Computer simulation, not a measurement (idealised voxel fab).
process module | voxel released beams
cross-section cut | 150 nm wide | cells 5 nm
A cross-section is a grid of square cells, given in bands from the top down. A band is one or more rows of cells.
Each band's line starts with the height of the band's top and of its bottom, in nm. Then come its materials from left to right, each with its width in nm. One material with "throughout" fills the band from edge to edge. "air" is empty space.
Height 0 is the level under which the wafer as received is all one material. The lowest band goes on downwards, as in "0 down".
A width such as "30 to 40" changes by the same amount from each row of cells to the next, from the band's top row to its bottom row.
"no change" after a step means that no cell of the cross-section changed.
closed voids: empty space of 8 cells or more with no open way to the top, each as width x height at its distance from the left edge, in nm
after a step's settings: what the simulator itself notes on the step
overlay nm, on a step with a mask: how far to the right of its planned place the mask lay; to the left if negative
plan
1 op RECEIVE | material Si
2 op CONFORMAL_DEP | material Al2O3 | thk nm 5
3 op DIRECTIONAL_DEP | material SiO2 | thk nm 10
4 op PATTERN | tone open | mask id ANCHOR | material resist | width nm 25 | thk nm 20 | overlay nm 0
5 op DIRECTIONAL_ETCH | etch materials SiO2 | depth nm 10
6 op STRIP | etch materials resist
7 op CONFORMAL_DEP | material SiN | thk nm 10
8 op PATTERN | tone cover | mask id BEAM | material resist | width nm 110 | thk nm 15 | overlay nm 0
9 op DIRECTIONAL_ETCH | etch materials SiN | depth nm 10
10 op STRIP | etch materials resist
11 op STRIP | etch materials SiO2
as received, after step 1
  0 down: Si throughout
  closed voids: none
a wafer at the end: this start, this plan, one mistake
  25 to 20: air 15 | SiN 15 | air 5 | SiN 90 | air 25
  20 to 15: SiN 30 | air 5 | SiN 115
  15 to 5: SiO2 20 | SiN 25 | SiO2 105
  5 to 0: Al2O3 throughout
  0 down: Si throughout
  closed voids: none
what went wrong: step 9 ran as: op DIRECTIONAL_ETCH | etch materials SiN | depth nm 5
